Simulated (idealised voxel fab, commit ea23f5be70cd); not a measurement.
process module | voxel capacitor over wiring
Pictured: cross-section cut, 210 nm wide, on a grid of 5 nm square cells.
If you're reading a cross-section in this doc, picture square cells in a grid; it comes to you as bands, top ones listed first down to the bottom, and a band can be one or more rows of cells. Look at the band entry: it leads with the top's height and the bottom's height in nm. Then it lists the materials left to right, with a width in nm for each. The word "throughout" on a single material says that material fills the band edge to edge. The word "blank" is empty space. Height is counted from the level 0, under which the received wafer is composed throughout of one material. The lowest of the bands is not closed at the bottom but continues downward, in the notation "from 0 down". A width such as "30 to 40" changes by the same amount from each row of cells to the next, from the band's top row to its bottom row. The designation "no change", where it is given for a processing step, indicates that no cell of the cross-section was altered in the course of that step. If an empty space has no open way to the top and is at least 8 cells in size, "Closed internal voids" lists it, written width x height at distance, where distance is measured from the left edge and every value is in nm. On each step's line, the part that comes after the settings is the simulator's own comment on the step. overlay nm: where the mask lay relative to plan, measured to the right, on steps with a mask; negatives go left.

Below is the list of planned process steps
- 1: RECEIVE (material Si)
- 2: CONFORMAL_DEP (material SiO2; thk nm 10)
- 3: CONFORMAL_DEP (material SiCN; thk nm 5)
- 4: DIRECTIONAL_DEP (material lowk; thk nm 15)
- 5: MASKED_ETCH (tone open; mask id METAL_1; width nm 30; pitch nm 95; etch materials lowk; depth nm 15; overlay nm 0)
- 6: MASKED_ETCH (tone open; mask id METAL_1; width nm 30; pitch nm 95; etch materials SiCN; depth nm 5; overlay nm 0)
- 7: CONFORMAL_DEP (material TiN; thk nm 5)
- 8: FILL_DEP (material Ru; thk nm 5)
- 9: CMP (height nm 30)
- 10: CONFORMAL_DEP (material SiCN; thk nm 5)
- 11: DIRECTIONAL_DEP (material lowk; thk nm 15)
- 12: PATTERN (tone open; mask id PLUG_1; material resist; width nm 15; thk nm 15; overlay nm 0)
- 13: DIRECTIONAL_ETCH (etch materials lowk; depth nm 15)
- 14: DIRECTIONAL_ETCH (etch materials SiCN; depth nm 5)
- 15: STRIP (etch materials resist)
- 16: CONFORMAL_DEP (material TiN; thk nm 5)
- 17: FILL_DEP (material Ru; thk nm 10)
- 18: CMP (height nm 50)
- 19: DIRECTIONAL_DEP (material TiN; thk nm 5)
- 20: DIRECTIONAL_DEP (material Al2O3; thk nm 5)
- 21: DIRECTIONAL_DEP (material TiN; thk nm 5)
- 22: PATTERN (tone cover; mask id UPPER_PLATE; material resist; width nm 70; thk nm 20; overlay nm 0)
- 23: DIRECTIONAL_ETCH (etch materials TiN; depth nm 5)
- 24: DIRECTIONAL_ETCH (etch materials Al2O3; depth nm 5)
- 25: STRIP (etch materials resist)
- 26: MASKED_ETCH (tone cover; mask id LOWER_PLATE; width nm 80; etch materials TiN; depth nm 5; overlay nm 0)
- 27: FILL_DEP (material SiO2; thk nm 15)
- 28: CMP (height nm 75)
- 29: MASKED_ETCH (tone open; mask id PLUG_2; width nm 15; etch materials SiO2; depth nm 10; overlay nm 0)
- 30: CONFORMAL_DEP (material TiN; thk nm 5)
- 31: FILL_DEP (material W; thk nm 10)
- 32: CMP (height nm 75)
- 33: CONFORMAL_DEP (material SiCN; thk nm 5)

On the first of the two wafers: run conducted according to plan

So this is the incoming wafer in cross-section - it's already been through step 1
  from 0 down  Si throughout
  Closed internal voids: none

You're looking at a cross-section of the wafer after step 2
  from 10 to 0  SiO2 throughout
  No changes below 0.

You're looking at a cross-section of the wafer after step 3
  from 15 to 10  SiCN throughout
  No changes below 10.

You're looking at a cross-section of the wafer after step 4
  from 30 to 15  lowk throughout
  No changes below 15.

You're looking at a cross-section of the wafer after step 5
  from 30 to 15  40 nm lowk, then 30 nm blank, then 65 nm lowk, then 30 nm blank, then 45 nm lowk
  No changes below 15.

You're looking at a cross-section of the wafer after step 6
  from 30 to 15  40 nm lowk, then 30 nm blank, then 65 nm lowk, then 30 nm blank, then 45 nm lowk
  from 15 to 10  40 nm SiCN, then 30 nm blank, then 65 nm SiCN, then 30 nm blank, then 45 nm SiCN
  No changes below 10.

You're looking at a cross-section of the wafer after step 7
  from 35 to 30  45 nm TiN, then 20 nm blank, then 75 nm TiN, then 20 nm blank, then 50 nm TiN
  from 30 to 15  40 nm lowk, then 5 nm TiN, then 20 nm blank, then 5 nm TiN, then 65 nm lowk, then 5 nm TiN, then 20 nm blank, then 5 nm TiN, then 45 nm lowk
  from 15 to 10  40 nm SiCN, then 30 nm TiN, then 65 nm SiCN, then 30 nm TiN, then 45 nm SiCN
  No changes below 10.

You're looking at a cross-section of the wafer after step 8
  from 40 to 35  Ru throughout
  from 35 to 30  45 nm TiN, then 20 nm Ru, then 75 nm TiN, then 20 nm Ru, then 50 nm TiN
  from 30 to 15  40 nm lowk, then 5 nm TiN, then 20 nm Ru, then 5 nm TiN, then 65 nm lowk, then 5 nm TiN, then 20 nm Ru, then 5 nm TiN, then 45 nm lowk
  No changes below 15.

You're looking at a cross-section of the wafer after step 9
  from 30 to 15  40 nm lowk, then 5 nm TiN, then 20 nm Ru, then 5 nm TiN, then 65 nm lowk, then 5 nm TiN, then 20 nm Ru, then 5 nm TiN, then 45 nm lowk
  No changes below 15.

You're looking at a cross-section of the wafer after step 10
  from 35 to 30  SiCN throughout
  No changes below 30.

You're looking at a cross-section of the wafer after step 11
  from 50 to 35  lowk throughout
  No changes below 35.

You're looking at a cross-section of the wafer after step 12
  from 65 to 50  55 nm resist, then 15 nm blank, then 140 nm resist
  No changes below 50.

You're looking at a cross-section of the wafer after step 13
  from 65 to 50  55 nm resist, then 15 nm blank, then 140 nm resist
  from 50 to 35  55 nm lowk, then 15 nm blank, then 140 nm lowk
  No changes below 35.

You're looking at a cross-section of the wafer after step 14
  from 65 to 50  55 nm resist, then 15 nm blank, then 140 nm resist
  from 50 to 35  55 nm lowk, then 15 nm blank, then 140 nm lowk
  from 35 to 30  55 nm SiCN, then 15 nm blank, then 140 nm SiCN
  No changes below 30.

You're looking at a cross-section of the wafer after step 15
  from 50 to 35  55 nm lowk, then 15 nm blank, then 140 nm lowk
  No changes below 35.

You're looking at a cross-section of the wafer after step 16
  from 55 to 50  60 nm TiN, then 5 nm blank, then 145 nm TiN
  from 50 to 35  55 nm lowk, then 5 nm TiN, then 5 nm blank, then 5 nm TiN, then 140 nm lowk
  from 35 to 30  55 nm SiCN, then 15 nm TiN, then 140 nm SiCN
  No changes below 30.

You're looking at a cross-section of the wafer after step 17
  from 65 to 55  Ru throughout
  from 55 to 50  60 nm TiN, then 5 nm Ru, then 145 nm TiN
  from 50 to 35  55 nm lowk, then 5 nm TiN, then 5 nm Ru, then 5 nm TiN, then 140 nm lowk
  No changes below 35.

You're looking at a cross-section of the wafer after step 18
  from 50 to 35  55 nm lowk, then 5 nm TiN, then 5 nm Ru, then 5 nm TiN, then 140 nm lowk
  No changes below 35.

You're looking at a cross-section of the wafer after step 19
  from 55 to 50  TiN throughout
  No changes below 50.

You're looking at a cross-section of the wafer after step 20
  from 60 to 55  Al2O3 throughout
  No changes below 55.

You're looking at a cross-section of the wafer after step 21
  from 65 to 60  TiN throughout
  No changes below 60.

You're looking at a cross-section of the wafer after step 22
  from 85 to 65  55 nm blank, then 70 nm resist, then 85 nm blank
  No changes below 65.

You're looking at a cross-section of the wafer after step 23
  from 85 to 65  55 nm blank, then 70 nm resist, then 85 nm blank
  from 65 to 60  55 nm blank, then 70 nm TiN, then 85 nm blank
  No changes below 60.

You're looking at a cross-section of the wafer after step 24
  from 85 to 65  55 nm blank, then 70 nm resist, then 85 nm blank
  from 65 to 60  55 nm blank, then 70 nm TiN, then 85 nm blank
  from 60 to 55  55 nm blank, then 70 nm Al2O3, then 85 nm blank
  No changes below 55.

You're looking at a cross-section of the wafer after step 25
  from 65 to 60  55 nm blank, then 70 nm TiN, then 85 nm blank
  No changes below 60.

You're looking at a cross-section of the wafer after step 26
  from 65 to 60  55 nm blank, then 70 nm TiN, then 85 nm blank
  from 60 to 55  55 nm blank, then 70 nm Al2O3, then 85 nm blank
  from 55 to 50  50 nm blank, then 80 nm TiN, then 80 nm blank
  No changes below 50.

You're looking at a cross-section of the wafer after step 27
  from 80 to 65  SiO2 throughout
  from 65 to 60  55 nm SiO2, then 70 nm TiN, then 85 nm SiO2
  from 60 to 55  55 nm SiO2, then 70 nm Al2O3, then 85 nm SiO2
  from 55 to 50  50 nm SiO2, then 80 nm TiN, then 80 nm SiO2
  No changes below 50.

You're looking at a cross-section of the wafer after step 28
  from 75 to 65  SiO2 throughout
  No changes below 65.

You're looking at a cross-section of the wafer after step 29
  from 75 to 65  65 nm SiO2, then 15 nm blank, then 130 nm SiO2
  No changes below 65.

You're looking at a cross-section of the wafer after step 30
  from 80 to 75  70 nm TiN, then 5 nm blank, then 135 nm TiN
  from 75 to 70  65 nm SiO2, then 5 nm TiN, then 5 nm blank, then 5 nm TiN, then 130 nm SiO2
  from 70 to 60  65 to 55 nm SiO2, then 15 to 70 nm TiN, then 130 to 85 nm SiO2
  No changes below 60.

You're looking at a cross-section of the wafer after step 31
  from 90 to 80  W throughout
  from 80 to 75  70 nm TiN, then 5 nm W, then 135 nm TiN
  from 75 to 70  65 nm SiO2, then 5 nm TiN, then 5 nm W, then 5 nm TiN, then 130 nm SiO2
  No changes below 70.

You're looking at a cross-section of the wafer after step 32
  from 75 to 70  65 nm SiO2, then 5 nm TiN, then 5 nm W, then 5 nm TiN, then 130 nm SiO2
  No changes below 70.

You're looking at a cross-section of the wafer after step 33
  from 80 to 75  SiCN throughout
  No changes below 75.

Regarding the second of the two wafers: it shared the first wafer's starting condition and process plan, yet one error occurred during its execution. Its history coincides with that of the first wafer up to and including step 21

Second wafer, cross-section, planned end of step 22
  from 85 to 65  55 nm resist, then 70 nm blank, then 85 nm resist
  No changes below 65.

Second wafer, cross-section, planned end of step 23
  from 85 to 65  55 nm resist, then 70 nm blank, then 85 nm resist
  from 65 to 60  55 nm TiN, then 70 nm blank, then 85 nm TiN
  No changes below 60.

Second wafer, cross-section, planned end of step 24
  from 85 to 65  55 nm resist, then 70 nm blank, then 85 nm resist
  from 65 to 60  55 nm TiN, then 70 nm blank, then 85 nm TiN
  from 60 to 55  55 nm Al2O3, then 70 nm blank, then 85 nm Al2O3
  No changes below 55.

Second wafer, cross-section, planned end of step 25
  from 65 to 60  55 nm TiN, then 70 nm blank, then 85 nm TiN
  No changes below 60.

Second wafer, cross-section, planned end of step 26
  from 65 to 60  50 nm blank, then 5 nm TiN, then 70 nm blank, then 5 nm TiN, then 80 nm blank
  No changes below 60.

Second wafer, cross-section, planned end of step 27
  from 80 to 65  SiO2 throughout
  from 65 to 60  50 nm SiO2, then 5 nm TiN, then 70 nm SiO2, then 5 nm TiN, then 80 nm SiO2
  from 60 to 55  55 nm Al2O3, then 70 nm SiO2, then 85 nm Al2O3
  No changes below 55.

Second wafer, cross-section, planned end of step 28
  from 75 to 65  SiO2 throughout
  No changes below 65.

Second wafer, cross-section, planned end of step 29
  from 75 to 65  65 nm SiO2, then 15 nm blank, then 130 nm SiO2
  No changes below 65.

Second wafer, cross-section, planned end of step 30
  from 80 to 75  70 nm TiN, then 5 nm blank, then 135 nm TiN
  from 75 to 70  65 nm SiO2, then 5 nm TiN, then 5 nm blank, then 5 nm TiN, then 130 nm SiO2
  from 70 to 65  65 nm SiO2, then 15 nm TiN, then 130 nm SiO2
  No changes below 65.

Second wafer, cross-section, planned end of step 31
  from 90 to 80  W throughout
  from 80 to 75  70 nm TiN, then 5 nm W, then 135 nm TiN
  from 75 to 70  65 nm SiO2, then 5 nm TiN, then 5 nm W, then 5 nm TiN, then 130 nm SiO2
  No changes below 70.

Second wafer, cross-section, planned end of step 32
  from 75 to 70  65 nm SiO2, then 5 nm TiN, then 5 nm W, then 5 nm TiN, then 130 nm SiO2
  No changes below 70.

Second wafer, cross-section, planned end of step 33
  from 80 to 75  SiCN throughout
  No changes below 75.
What was done differently from what was planned? note that step 22 departed from the planned setting and was carried out as PATTERN (tone open; mask id UPPER_PLATE; material resist; width nm 70; thk nm 20; overlay nm 0)
End check, counted in cells, second wafer has more or fewer of these materials than the first: Al2O3: 14 more; SiO2: 28 fewer; TiN: 14 more
